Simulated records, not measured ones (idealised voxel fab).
A process module follows: voxel wiring stack.
cross-section cut | 230 nm wide | cells 5 nm
Each cross-section below is a grid of square cells, stated as bands in top-down order, with one or more rows of cells making up each band. First you get the band's top height and its bottom height, in nm, and then the materials it's made of, left to right, with each width in nm. If you see a single material with "all across", that one covers the band edge to edge. "empty" is empty space. Height reference: 0 = level under which incoming wafer is all one material. Lowest band: no bottom, runs on downward, e.g. "0 -> down". You'd read "30->40" like this: the band's top row of cells is as wide as the first number, its bottom row is as wide as the second, and going down, every row changes width by the same amount as the row before did. The designation "remained the same", where it is given for a processing step, indicates that no cell of the cross-section was altered in the course of that step. The list in "Enclosed void list" covers empty spaces of 8 cells or more that cannot reach the top through any open way, and it gives each as width x height at distance; the distance is from the left edge, and width, height and distance are in nm. Where a step's line continues beyond its settings, the continuation is a remark by the simulator itself on that step. The optional step-line setting "overlay nm" applies to steps with a mask and quantifies how far to the right of its planned location the mask lay, a negative value indicating leftward placement.
-- plan
1 RECEIVE (material Si)
2 CONFORMAL_DEP (material SiO2; thk nm 10)
3 CONFORMAL_DEP (material SiCN; thk nm 5)
4 DIRECTIONAL_DEP (material SiO2; thk nm 15)
5 MASKED_ETCH (tone open; mask id METAL_1; width nm 20; pitch nm 35; etch materials SiO2; depth nm 15; overlay nm 0)
6 MASKED_ETCH (tone open; mask id METAL_1; width nm 20; pitch nm 35; etch materials SiCN; depth nm 5; overlay nm 0)
7 CONFORMAL_DEP (material TiN; thk nm 5)
8 FILL_DEP (material W; thk nm 5)
9 CMP (height nm 30)
10 EPI (material Ru; thk nm 5)
11 FILL_DEP (material SiCN; thk nm 5)
12 DIRECTIONAL_DEP (material lowk; thk nm 20)
13 MASKED_ETCH (tone open; mask id PLUG_1; width nm 15; pitch nm 35; etch materials lowk; depth nm 20; overlay nm 0)
14 MASKED_ETCH (tone open; mask id PLUG_1; width nm 15; pitch nm 35; etch materials SiCN; depth nm 5; overlay nm 0)
15 CONFORMAL_DEP (material TiN; thk nm 5)
16 FILL_DEP (material Cu; thk nm 10)
17 CMP (height nm 60)
18 DIRECTIONAL_DEP (material TiN; thk nm 5)
19 DIRECTIONAL_DEP (material W; thk nm 20)
20 PATTERN (tone cover; mask id METAL_2; material resist; width nm 20; pitch nm 35; thk nm 15; overlay nm 0)
21 DIRECTIONAL_ETCH (etch materials W; depth nm 20)
22 DIRECTIONAL_ETCH (etch materials TiN; depth nm 5)
23 STRIP (etch materials resist)
24 FILL_DEP (material lowk; thk nm 10)
25 CMP (height nm 85)
26 CONFORMAL_DEP (material SiCN; thk nm 5)
27 DIRECTIONAL_DEP (material SiO2; thk nm 30)
28 DIRECTIONAL_DEP (material aC; thk nm 10)
29 PATTERN (tone open; mask id METAL_3_HOLES; material resist; width nm 15; pitch nm 70; thk nm 25; overlay nm 0)
30 DIRECTIONAL_ETCH (etch materials aC; depth nm 10)
31 STRIP (etch materials resist)
32 DIRECTIONAL_ETCH (etch materials SiO2; depth nm 30)
33 STRIP (etch materials aC)
34 PATTERN (tone open; mask id METAL_3; material resist; width nm 20; pitch nm 35; thk nm 20; overlay nm 0)
35 DIRECTIONAL_ETCH (etch materials SiO2; depth nm 15)
36 DIRECTIONAL_ETCH (etch materials SiCN; depth nm 5)
37 STRIP (etch materials resist)
38 CONFORMAL_DEP (material TiN; thk nm 5)
39 FILL_DEP (material Cu; thk nm 5)
40 CMP (height nm 120)
41 CONFORMAL_DEP (material SiCN; thk nm 5)
-- Wafer cross-section on receipt, i.e. after step 1
> 0 -> down: Si all across
> Enclosed void list: none
-- Cross-section, first of two wafers, end of module, run as planned
> 125 -> 120: SiCN all across
> 120 -> 110: 50 nm SiO2, 5 nm TiN, 10 nm Cu, 5 nm TiN, 15 nm SiO2, 5 nm TiN, 10 nm Cu, 5 nm TiN, 15 nm SiO2, 5 nm TiN, 10 nm Cu, 5 nm TiN, 15 nm SiO2, 5 nm TiN, 10 nm Cu, 5 nm TiN, 55 nm SiO2
> 110 -> 105: 50 nm SiO2, 5 nm TiN, 5 nm Cu, 10 nm TiN, 15 nm SiO2, 20 nm TiN, 15 nm SiO2, 5 nm TiN, 5 nm Cu, 10 nm TiN, 15 nm SiO2, 20 nm TiN, 55 nm SiO2
> 105 -> 90: 50 nm SiO2, 5 nm TiN, 5 nm Cu, 5 nm TiN, 55 nm SiO2, 5 nm TiN, 5 nm Cu, 5 nm TiN, 95 nm SiO2
> 90 -> 85: 50 nm SiCN, 15 nm TiN, 55 nm SiCN, 15 nm TiN, 95 nm SiCN
> 85 -> 65: 50 nm lowk, 20 nm W, 15 nm lowk, 20 nm W, 15 nm lowk, 20 nm W, 15 nm lowk, 20 nm W, 55 nm lowk
> 65 -> 60: 50 nm lowk, 20 nm TiN, 15 nm lowk, 20 nm TiN, 15 nm lowk, 20 nm TiN, 15 nm lowk, 20 nm TiN, 55 nm lowk
> 60 -> 40: 50 nm lowk, 5 nm TiN, 5 nm Cu, 5 nm TiN, 20 nm lowk, 5 nm TiN, 5 nm Cu, 5 nm TiN, 20 nm lowk, 5 nm TiN, 5 nm Cu, 5 nm TiN, 20 nm lowk, 5 nm TiN, 5 nm Cu, 5 nm TiN, 60 nm lowk
> 40 -> 35: 50 nm SiCN, 15 nm TiN, 20 nm SiCN, 15 nm TiN, 20 nm SiCN, 15 nm TiN, 20 nm SiCN, 15 nm TiN, 60 nm SiCN
> 35 -> 30: 45 nm SiCN, 30 nm Ru, 5 nm SiCN, 30 nm Ru, 5 nm SiCN, 30 nm Ru, 5 nm SiCN, 30 nm Ru, 50 nm SiCN
> 30 -> 15: 50 nm SiO2, 5 nm TiN, 10 nm W, 5 nm TiN, 15 nm SiO2, 5 nm TiN, 10 nm W, 5 nm TiN, 15 nm SiO2, 5 nm TiN, 10 nm W, 5 nm TiN, 15 nm SiO2, 5 nm TiN, 10 nm W, 5 nm TiN, 55 nm SiO2
> 15 -> 10: 50 nm SiCN, 20 nm TiN, 15 nm SiCN, 20 nm TiN, 15 nm SiCN, 20 nm TiN, 15 nm SiCN, 20 nm TiN, 55 nm SiCN
> 10 -> 0: SiO2 all across
> 0 -> down: Si all across
> Enclosed void list: none
-- End-of-module cross-section of the second wafer: identical starting point and process plan to the first, with one processing mistake
> 125 -> 120: SiCN all across
> 120 -> 110: 50 nm SiO2, 5 nm TiN, 10 nm Cu, 5 nm TiN, 15 nm SiO2, 5 nm TiN, 10 nm Cu, 5 nm TiN, 15 nm SiO2, 5 nm TiN, 10 nm Cu, 5 nm TiN, 15 nm SiO2, 5 nm TiN, 10 nm Cu, 5 nm TiN, 55 nm SiO2
> 110 -> 105: 50 nm SiO2, 5 nm TiN, 5 nm Cu, 10 nm TiN, 15 nm SiO2, 20 nm TiN, 15 nm SiO2, 5 nm TiN, 5 nm Cu, 10 nm TiN, 15 nm SiO2, 20 nm TiN, 55 nm SiO2
> 105 -> 90: 50 nm SiO2, 5 nm TiN, 5 nm Cu, 5 nm TiN, 55 nm SiO2, 5 nm TiN, 5 nm Cu, 5 nm TiN, 95 nm SiO2
> 90 -> 85: 50 nm SiCN, 15 nm TiN, 55 nm SiCN, 15 nm TiN, 95 nm SiCN
> 85 -> 65: 50 nm lowk, 20 nm W, 15 nm lowk, 20 nm W, 15 nm lowk, 20 nm W, 15 nm lowk, 20 nm W, 55 nm lowk
> 65 -> 60: 50 nm lowk, 20 nm TiN, 15 nm lowk, 20 nm TiN, 15 nm lowk, 20 nm TiN, 15 nm lowk, 20 nm TiN, 55 nm lowk
> 60 -> 40: 50 nm lowk, 5 nm TiN, 5 nm Cu, 5 nm TiN, 20 nm lowk, 5 nm TiN, 5 nm Cu, 5 nm TiN, 20 nm lowk, 5 nm TiN, 5 nm Cu, 5 nm TiN, 20 nm lowk, 5 nm TiN, 5 nm Cu, 5 nm TiN, 60 nm lowk
> 40 -> 35: 50 nm SiCN, 15 nm TiN, 20 nm SiCN, 15 nm TiN, 20 nm SiCN, 15 nm TiN, 20 nm SiCN, 15 nm TiN, 60 nm SiCN
> 35 -> 30: 55 nm Ru, 10 nm SiCN, 25 nm Ru, 10 nm SiCN, 25 nm Ru, 10 nm SiCN, 25 nm Ru, 10 nm SiCN, 60 nm Ru
> 30 -> 20: 45 nm W, 5 nm TiN, 20 nm SiO2, 5 nm TiN, 5 nm W, 5 nm TiN, 20 nm SiO2, 5 nm TiN, 5 nm W, 5 nm TiN, 20 nm SiO2, 5 nm TiN, 5 nm W, 5 nm TiN, 20 nm SiO2, 5 nm TiN, 50 nm W
> 20 -> 15: 50 nm TiN, 20 nm SiO2, 15 nm TiN, 20 nm SiO2, 15 nm TiN, 20 nm SiO2, 15 nm TiN, 20 nm SiO2, 55 nm TiN
> 15 -> 10: SiCN all across
> 10 -> 0: SiO2 all across
> 0 -> down: Si all across
> Enclosed void list: none
Plan not followed: step 5 was processed under conditions differing from the plan, specifically as MASKED_ETCH (tone cover; mask id METAL_1; width nm 20; pitch nm 35; etch materials SiO2; depth nm 15; overlay nm 0)
Cell-count delta at end, second wafer over first, by material: Ru: 14 more, SiCN: 2 more, SiO2: 42 fewer, TiN: 6 more, W: 20 more
